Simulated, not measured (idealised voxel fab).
Module name: voxel gate over fins (process module)
For reference, the cross-section in this document is cut, with width 165 nm and square cells of 5 nm.
Think of the cross-section as a grid of square cells. We describe it in bands, top to bottom, and each band covers one or more rows of those cells.
Top height, bottom height, nm. Materials left to right, width each, nm. Single material + "throughout" = fills band edge to edge. "empty" = empty.
Basically, 0 is our baseline, since under it the wafer straight out of the box is all one material. The bottom band has no lower end and keeps on going down, so it looks like "0 down".
A two-number width, for instance "30 to 40", indicates that the width is equal to the first number in the top row of the band and to the second number in the bottom row, and that it changes by a constant amount per row of cells.
Basically "identical to before" means that step didn't change any cell in the cross-section.
The list in "Voids, sealed" covers empty spaces of 8 cells or more that cannot reach the top through any open way, and it gives each as width x height at distance; the distance is from the left edge, and width, height and distance are in nm.
The remark found on a step's line after its settings is issued by the simulator itself and pertains to that step.
The setting "overlay nm" may be written on the line of a step. When the step uses a mask, the value reports how far to the right of the planned place the mask lay, and a negative value reports that it lay to the left.

-- Steps in the process plan
step 1: RECEIVE,material Si
step 2: CONFORMAL_DEP,material SiN,thk nm 5
step 3: PATTERN,tone cover,mask id FINS,material resist,width nm 15,pitch nm 45,thk nm 20,overlay nm 0
step 4: DIRECTIONAL_ETCH,etch materials SiN,depth nm 5
step 5: DIRECTIONAL_ETCH,etch materials Si,depth nm 30
step 6: STRIP,etch materials resist
step 7: FILL_DEP,material SiO2,thk nm 15
step 8: CMP,height nm 5
step 9: SELECTIVE_ETCH,etch materials SiO2,depth nm 20
step 10: STRIP,etch materials SiN
step 11: CONFORMAL_DEP,material HfO2,thk nm 5
step 12: CONFORMAL_DEP,material TiN,thk nm 5
step 13: CONFORMAL_DEP,material TiAl,thk nm 5
step 14: CONFORMAL_DEP,material TiN,thk nm 5
step 15: FILL_DEP,material W,thk nm 10
step 16: CMP,height nm 25
step 17: CONFORMAL_DEP,material SiCN,thk nm 10

-- Wafer cross-section on receipt, i.e. after step 1
> 0 down  Si throughout
> Voids, sealed: none

-- End-of-module cross-section. Starting structure and process plan as above; one mistake made in running it
> 35 to 25  SiCN throughout
> 25 to 20  W throughout
> 20 to 15  25 of W / 100 of TiN / 40 of W
> 15 to 10  25 of W / 5 of TiN / 90 of TiAl / 5 of TiN / 40 of W
> 10 to 5  25 of W / 5 of TiN / 5 of TiAl / 35 of TiN / 10 of TiAl / 35 of TiN / 5 of TiAl / 5 of TiN / 40 of W
> 5 to 0  30 of TiN / 5 of TiAl / 5 of TiN / 25 of HfO2 / 5 of TiN / 10 of TiAl / 5 of TiN / 25 of HfO2 / 5 of TiN / 5 of TiAl / 45 of TiN
> 0 to -5  35 of TiAl / 5 of TiN / 5 of HfO2 / 15 of Si / 5 of HfO2 / 5 of TiN / 10 of TiAl / 5 of TiN / 5 of HfO2 / 15 of Si / 5 of HfO2 / 5 of TiN / 50 of TiAl
> -5 to -10  40 of TiN / 5 of HfO2 / 15 of Si / 5 of HfO2 / 20 of TiN / 5 of HfO2 / 15 of Si / 5 of HfO2 / 55 of TiN
> -10 to -15  45 of HfO2 / 15 of Si / 30 of HfO2 / 15 of Si / 60 of HfO2
> -15 to -30  45 of SiO2 / 15 of Si / 30 of SiO2 / 15 of Si / 60 of SiO2
> -30 down  Si throughout
> Voids, sealed: none
Run error: so step 3 ended up running with a different setting than we planned, it ran as PATTERN,tone cover,mask id FINS,material resist,width nm 15,pitch nm 45,thk nm 20,overlay nm -5
